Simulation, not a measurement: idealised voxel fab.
Documented hereafter: the process module known as voxel wiring stack.
Shown is cross-section cut, with a width of 205 nm and square cells of size 5 nm.
Reading order for cross-sections: top band down to bottom band. Underlying form: a grid of square cells. Band size: one or more rows of cells.
Band entry format. Leading values: height of top, height of bottom, nm. Remainder: materials in left-to-right order, each with its width in nm. Special words: "everywhere" on a single material, which then fills the band edge to edge; "blank", empty space.
Note: height 0 marks the level under which the wafer is uniformly one material as received. Lowest band unbounded below, written "0..down".
So if you see something like "30->40" for the width, read it as the top row of the band sitting at the first number and the bottom row at the second, with every row in between moving by the same amount as the last.
Step note "nothing got changed" = no cross-section cell changed.
"Closed-off voids" - sealed voids, min. 8 cells, no opening to top; format: width x height at distance (distance from left edge; nm throughout).
Whatever follows a step's settings on its line is a remark the simulator itself makes about that step.
On any step carrying a mask, the "overlay nm" setting, if present on the step's line, tells how far right of its planned place the mask lay; negative values point to the left.

The steps planned for the process are as follows:
- 1: RECEIVE, material Si
- 2: CONFORMAL_DEP, material SiO2, thk nm 10
- 3: DIRECTIONAL_DEP, material TiN, thk nm 5
- 4: DIRECTIONAL_DEP, material Ru, thk nm 15
- 5: DIRECTIONAL_DEP, material aC, thk nm 15
- 6: PATTERN, tone cover, mask id METAL_1, material resist, width nm 30, pitch nm 60, thk nm 35, overlay nm 0
- 7: DIRECTIONAL_ETCH, etch materials aC, depth nm 15
- 8: STRIP, etch materials resist
- 9: DIRECTIONAL_ETCH, etch materials Ru, depth nm 15
- 10: DIRECTIONAL_ETCH, etch materials TiN, depth nm 5
- 11: STRIP, etch materials aC
- 12: FILL_DEP, material lowk, thk nm 5
- 13: CMP, height nm 30
- 14: CONFORMAL_DEP, material SiCN, thk nm 5
- 15: DIRECTIONAL_DEP, material lowk, thk nm 25
- 16: PATTERN, tone open, mask id METAL_2, material resist, width nm 30, pitch nm 60, thk nm 20, overlay nm 0
- 17: DIRECTIONAL_ETCH, etch materials lowk, depth nm 15
- 18: STRIP, etch materials resist
- 19: PATTERN, tone open, mask id METAL_2_HOLES, material resist, width nm 15, pitch nm 60, thk nm 20, overlay nm 0
- 20: DIRECTIONAL_ETCH, etch materials lowk, depth nm 10
- 21: DIRECTIONAL_ETCH, etch materials SiCN, depth nm 5
- 22: STRIP, etch materials resist
- 23: CONFORMAL_DEP, material TiN, thk nm 5
- 24: FILL_DEP, material Ru, thk nm 5
- 25: CMP, height nm 60
- 26: CONFORMAL_DEP, material SiCN, thk nm 5
- 27: DIRECTIONAL_DEP, material SiO2, thk nm 10
- 28: PATTERN, tone open, mask id PLUG_2, material resist, width nm 15, pitch nm 60, thk nm 20, overlay nm 0
- 29: DIRECTIONAL_ETCH, etch materials SiO2, depth nm 10
- 30: DIRECTIONAL_ETCH, etch materials SiCN, depth nm 5
- 31: STRIP, etch materials resist
- 32: CONFORMAL_DEP, material TiN, thk nm 5
- 33: FILL_DEP, material W, thk nm 5
- 34: CMP, height nm 75
- 35: CONFORMAL_DEP, material SiN, thk nm 5
- 36: DIRECTIONAL_DEP, material lowk, thk nm 20
- 37: DIRECTIONAL_DEP, material aC, thk nm 15
- 38: PATTERN, tone open, mask id METAL_3, material resist, width nm 30, pitch nm 60, thk nm 30, overlay nm 0
- 39: DIRECTIONAL_ETCH, etch materials aC, depth nm 15
- 40: STRIP, etch materials resist
- 41: DIRECTIONAL_ETCH, etch materials lowk, depth nm 20
- 42: DIRECTIONAL_ETCH, etch materials SiN, depth nm 5
- 43: STRIP, etch materials aC
- 44: CONFORMAL_DEP, material TiN, thk nm 5
- 45: FILL_DEP, material Ru, thk nm 5
- 46: CMP, height nm 100
- 47: CONFORMAL_DEP, material SiN, thk nm 5

as received, after step 1:
0..down = Si everywhere
Closed-off voids: none

Module complete, cross-section. Starting point and plan per above. One mistake made in running the module:
105..100 = SiN everywhere
100..80 = lowk: 55, TiN: 5, Ru: 20, TiN: 5, lowk: 30, TiN: 5, Ru: 20, TiN: 5, lowk: 60
80..75 = SiN: 55, TiN: 30, SiN: 30, TiN: 30, SiN: 60
75..65 = SiO2: 55, TiN: 5, W: 5, TiN: 5, SiO2: 45, TiN: 5, W: 5, TiN: 5, SiO2: 75
65..60 = SiCN: 55, TiN: 15, SiCN: 45, TiN: 15, SiCN: 75
60..50 = lowk: 55, TiN: 5, Ru: 20, TiN: 5, lowk: 30, TiN: 5, Ru: 20, TiN: 5, lowk: 60
50..45 = lowk: 55, TiN: 5, Ru: 5, TiN: 20, lowk: 30, TiN: 5, Ru: 5, TiN: 20, lowk: 60
45..35 = lowk: 55, TiN: 5, Ru: 5, TiN: 5, lowk: 45, TiN: 5, Ru: 5, TiN: 5, lowk: 75
35..30 = SiCN: 55, TiN: 15, SiCN: 45, TiN: 15, SiCN: 75
30..25 = lowk: 55, Ru: 30, lowk: 30, Ru: 30, lowk: 60
25..20 = lowk: 55, TiN: 30, lowk: 30, TiN: 30, lowk: 60
20..10 = TiN everywhere
10..0 = SiO2 everywhere
0..down = Si everywhere
Closed-off voids: none
Run error: step 3 did not use the planned setting and instead ran as DIRECTIONAL_DEP, material TiN, thk nm 15
